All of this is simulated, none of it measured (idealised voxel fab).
The name of this process module is voxel released beams.
Section cut is 245 nm wide and gridded with 5 nm square cells.
Cross-section format: a grid of square cells, given as bands from top to bottom; each band is one or more rows of cells.
It is stipulated that each band's entry specify, in nanometres, the height of the top of the band and then that of its bottom, followed by the materials of the band in left-to-right sequence, each together with its width in nanometres. A single material marked by the word "all across" is understood to fill the band from edge to edge; the word "blank" is understood to denote empty space.
Height is counted from the level 0, under which the received wafer is composed throughout of one material. The lowest of the bands is not closed at the bottom but continues downward, in the notation "0 down".
With a width like "30->40", each row of cells in the band differs from the next by the same amount, the top row carrying the first number and the bottom row the second.
Any step labelled "remained unchanged" changed none of the cells in the cross-section.
Basically, "Enclosed voids" tells you about the enclosed voids: empty spaces with no open way to the top, 8 cells or bigger, each written width x height at distance, where distance is from the left edge, all in nm.
If you see something after the settings on a step's line, that's the simulator's own remark about that step.
Regarding "overlay nm": on a step with a mask, it is the distance the mask lay to the right of its planned place; a negative value places it to the left.

-- Planned step list for the process
1) RECEIVE with material Si
2) CONFORMAL_DEP with material Al2O3, thk nm 5
3) DIRECTIONAL_DEP with material SiO2, thk nm 15
4) DIRECTIONAL_DEP with material aC, thk nm 10
5) PATTERN with tone open, mask id ANCHOR, material resist, width nm 25, thk nm 30, overlay nm 0
6) DIRECTIONAL_ETCH with etch materials aC, depth nm 10
7) STRIP with etch materials resist
8) DIRECTIONAL_ETCH with etch materials SiO2, depth nm 15
9) STRIP with etch materials aC
10) CONFORMAL_DEP with material polySi, thk nm 10
11) DIRECTIONAL_DEP with material aC, thk nm 15
12) PATTERN with tone cover, mask id BEAM, material resist, width nm 80, thk nm 30, overlay nm -15
13) DIRECTIONAL_ETCH with etch materials aC, depth nm 15
14) STRIP with etch materials resist
15) DIRECTIONAL_ETCH with etch materials polySi, depth nm 10
16) STRIP with etch materials aC
17) STRIP with etch materials SiO2
Among the wafers covered here, the point of difference is the overlay nm at step 12; their starting state is shared, and the plan presents the value of the first wafer.

-- First of several wafers, received after step 1, in cross-section
* 0 down = Si all across
* Enclosed voids: none

-- At the end of the module, after its last step, step 17, the first of several wafers appears in cross-section as follows
* 30 to 20 = blank=65 | polySi=30 | blank=5 | polySi=45 | blank=100
* 20 to 15 = blank=85 | polySi=10 | blank=5 | polySi=10 | blank=135
* 15 to 5 = blank=85 | polySi=25 | blank=135
* 5 to 0 = Al2O3 all across
* 0 down = Si all across
* Enclosed voids: none

-- Of the several wafers, the last: cross-section at the end of the module
* 30 to 20 = blank=100 | polySi=75 | blank=70
* 20 to 15 = blank=85 | polySi=10 | blank=5 | polySi=10 | blank=135
* 15 to 5 = blank=85 | polySi=25 | blank=135
* 5 to 0 = Al2O3 all across
* 0 down = Si all across
* Enclosed voids: none

-- Table: wafers, a row each; end-of-module cell change per material since receipt, gain (+), loss (-); then closed voids
overlay nm -15; +49 Al2O3; +44 polySi; Enclosed voids: none
overlay nm -10; +49 Al2O3; +44 polySi; Enclosed voids: none
overlay nm -5; +49 Al2O3; +44 polySi; Enclosed voids: none
overlay nm 0; +49 Al2O3; +44 polySi; Enclosed voids: none
overlay nm 5; +49 Al2O3; +44 polySi; Enclosed voids: none
overlay nm 10; +49 Al2O3; +44 polySi; Enclosed voids: none
overlay nm 15; +49 Al2O3; +44 polySi; Enclosed voids: none
